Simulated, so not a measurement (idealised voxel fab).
You're looking at the process module voxel wiring stack.
Cross-section cut spans 220 nm and uses square cells 5 nm in size.
Bands, listed from the top down, are how a cross-section gets written in this document; the cross-section itself is a grid of square cells, and a band is one or more rows of them.
Quick guide to a band line: top height, bottom height (nm) up front; then every material left to right with its width in nm. Only one material and it's marked "all across"? Then it fills the band edge to edge. And "empty" just means empty space.
Below 0: as-received wafer, all one material; heights counted from there. Lowest band: no bottom, goes on down, written "from 0 down".
Think of "30->40" as a width that walks from the first number to the second as you go down the band, top row to bottom row, taking equal-sized steps from row to row.
"same as before" (step): cross-section cells unchanged, all of them.
You'll see "Sealed void list" listing empty spaces that have no way open to the top, as long as they're 8 cells or more; the notation is width x height at distance, where the distance is from the left edge, and all of it is in nm.
Post-settings text on a step line: simulator's own remark regarding the step.
Regarding "overlay nm": on a step with a mask, it is the distance the mask lay to the right of its planned place; a negative value places it to the left.
Listed below are the process steps as planned:
1,RECEIVE with material Si
2,CONFORMAL_DEP with material SiO2, thk nm 15
3,CONFORMAL_DEP with material SiN, thk nm 5
4,DIRECTIONAL_DEP with material SiO2, thk nm 25
5,DIRECTIONAL_DEP with material aC, thk nm 15
6,PATTERN with tone open, mask id METAL_1, material resist, width nm 30, pitch nm 50, thk nm 35, overlay nm 0
7,DIRECTIONAL_ETCH with etch materials aC, depth nm 15
8,STRIP with etch materials resist
9,DIRECTIONAL_ETCH with etch materials SiO2, depth nm 25
10,DIRECTIONAL_ETCH with etch materials SiN, depth nm 5
11,STRIP with etch materials aC
12,CONFORMAL_DEP with material TiN, thk nm 5
13,FILL_DEP with material W, thk nm 5
14,CMP with height nm 45
15,EPI with material Ru, thk nm 5
16,FILL_DEP with material SiCN, thk nm 5
17,DIRECTIONAL_DEP with material lowk, thk nm 35
18,MASKED_ETCH with tone open, mask id METAL_2, width nm 30, pitch nm 50, etch materials lowk, depth nm 20, overlay nm 0
19,MASKED_ETCH with tone open, mask id METAL_2_HOLES, width nm 15, pitch nm 50, etch materials lowk, depth nm 15, overlay nm 0
20,MASKED_ETCH with tone open, mask id METAL_2_HOLES, width nm 15, pitch nm 50, etch materials SiCN, depth nm 5, overlay nm 0
21,CONFORMAL_DEP with material TiN, thk nm 5
22,FILL_DEP with material Cu, thk nm 10
23,CMP with height nm 90
24,CONFORMAL_DEP with material SiCN, thk nm 5
Cross-section of the incoming wafer, state after step 1:
    from 0 down: Si all across
    Sealed void list: none
Cross-sectional image of the first of two wafers at the end of the module, the run having proceeded as planned:
    from 95 to 90: SiCN all across
    from 90 to 75: lowk 20  TiN 5  Cu 20  TiN 5  lowk 20  TiN 5  Cu 20  TiN 5  lowk 20  TiN 5  Cu 20  TiN 5  lowk 20  TiN 5  Cu 20  TiN 5  lowk 20
    from 75 to 70: lowk 20  TiN 5  Cu 5  TiN 20  lowk 20  TiN 5  Cu 5  TiN 20  lowk 20  TiN 5  Cu 5  TiN 20  lowk 20  TiN 5  Cu 5  TiN 20  lowk 20
    from 70 to 55: lowk 20  TiN 5  Cu 5  TiN 5  lowk 35  TiN 5  Cu 5  TiN 5  lowk 35  TiN 5  Cu 5  TiN 5  lowk 35  TiN 5  Cu 5  TiN 5  lowk 35
    from 55 to 50: SiCN 20  TiN 15  SiCN 35  TiN 15  SiCN 35  TiN 15  SiCN 35  TiN 15  SiCN 35
    from 50 to 45: SiCN 15  Ru 40  SiCN 10  Ru 40  SiCN 10  Ru 40  SiCN 10  Ru 40  SiCN 15
    from 45 to 20: SiO2 20  TiN 5  W 20  TiN 5  SiO2 20  TiN 5  W 20  TiN 5  SiO2 20  TiN 5  W 20  TiN 5  SiO2 20  TiN 5  W 20  TiN 5  SiO2 20
    from 20 to 15: SiN 20  TiN 30  SiN 20  TiN 30  SiN 20  TiN 30  SiN 20  TiN 30  SiN 20
    from 15 to 0: SiO2 all across
    from 0 down: Si all across
    Sealed void list: none
Wafer two (of two), end-of-module cross-section: start = wafer one, plan = wafer one, one run mistake:
    from 95 to 90: SiCN all across
    from 90 to 75: lowk 20  TiN 5  Cu 20  TiN 5  lowk 20  TiN 5  Cu 20  TiN 5  lowk 20  TiN 5  Cu 20  TiN 5  lowk 20  TiN 5  Cu 20  TiN 5  lowk 20
    from 75 to 70: lowk 20  TiN 5  Cu 5  TiN 20  lowk 20  TiN 5  Cu 5  TiN 20  lowk 20  TiN 5  Cu 5  TiN 20  lowk 20  TiN 5  Cu 5  TiN 20  lowk 20
    from 70 to 55: lowk 20  TiN 5  Cu 5  TiN 5  lowk 35  TiN 5  Cu 5  TiN 5  lowk 35  TiN 5  Cu 5  TiN 5  lowk 35  TiN 5  Cu 5  TiN 5  lowk 35
    from 55 to 50: SiCN 20  TiN 15  SiCN 35  TiN 15  SiCN 35  TiN 15  SiCN 35  TiN 15  SiCN 35
    from 50 to 45: SiCN 15  Ru 15  SiCN 10  Ru 15  SiCN 10  Ru 15  SiCN 10  Ru 15  SiCN 10  Ru 15  SiCN 10  Ru 15  SiCN 10  Ru 15  SiCN 10  Ru 15  SiCN 15
    from 45 to 20: SiO2 20  TiN 5  SiO2 20  TiN 5  SiO2 20  TiN 5  SiO2 20  TiN 5  SiO2 20  TiN 5  SiO2 20  TiN 5  SiO2 20  TiN 5  SiO2 20  TiN 5  SiO2 20
    from 20 to 15: SiN 20  TiN 30  SiN 20  TiN 30  SiN 20  TiN 30  SiN 20  TiN 30  SiN 20
    from 15 to 0: SiO2 all across
    from 0 down: Si all across
    Sealed void list: none
Misprocessing identified: step 13 went in with a setting other than planned; the actual run was FILL_DEP with material SiO2, thk nm 5
Final difference in cells, second wafer against first, listed per material as more or fewer: 8 fewer of Ru, 8 more of SiCN, 80 more of SiO2, 80 fewer of W
